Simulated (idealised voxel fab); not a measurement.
Title: Process Module voxel tone inversion
Cross-section cut spans 225 nm and uses square cells 5 nm in size.
We lay out every cross-section as a grid of square cells and spell it out in bands from the top down, where one band means one or more rows of cells.
First you get the band's top height and its bottom height, in nm, and then the materials it's made of, left to right, with each width in nm. If you see a single material with "full width", that one covers the band edge to edge. "air" is empty space.
Note: height 0 marks the level under which the wafer is uniformly one material as received. Lowest band unbounded below, written "0..down".
A two-number width, for instance "30..40", indicates that the width is equal to the first number in the top row of the band and to the second number in the bottom row, and that it changes by a constant amount per row of cells.
Take "left unchanged" at face value: in the step it is given for, the cross-section changed in none of its cells.
Entry "Closed void roster" = empty spaces >= 8 cells with no open way to the top; each as width x height at distance, distance from left edge, all nm.
It should be noted that, on the line of a given step, the content following the step's settings is a remark produced by the simulator itself with respect to that step.
overlay nm: mask offset rightward from planned place, masked step; negative means leftward offset.

The process steps that were planned are listed below
1,op RECEIVE | material Si
2,op CONFORMAL_DEP | material SiCN | thk nm 5
3,op DIRECTIONAL_DEP | material polySi | thk nm 25
4,op PATTERN | tone cover | mask id POSTS | material resist | width nm 25 | pitch nm 50 | thk nm 35 | overlay nm 0
5,op DIRECTIONAL_ETCH | etch materials polySi | depth nm 25
6,op STRIP | etch materials resist
7,op FILL_DEP | material lowk | thk nm 5
8,op CMP | height nm 30
9,op STRIP | etch materials polySi

as received, after step 1
  0..down  Si full width
  Closed void roster: none

Starting wafer: above. Plan: above. Run: one mistake. Cross-section after the module: below
  30..5  lowk 65 | air 25 | lowk 25 | air 25 | lowk 85
  5..0  SiCN full width
  0..down  Si full width
  Closed void roster: none
What was done differently from what was planned? so step 4 ended up running with a different setting than we planned, it ran as op PATTERN | tone cover | mask id POSTS | material resist | width nm 25 | pitch nm 50 | thk nm 35 | overlay nm -10
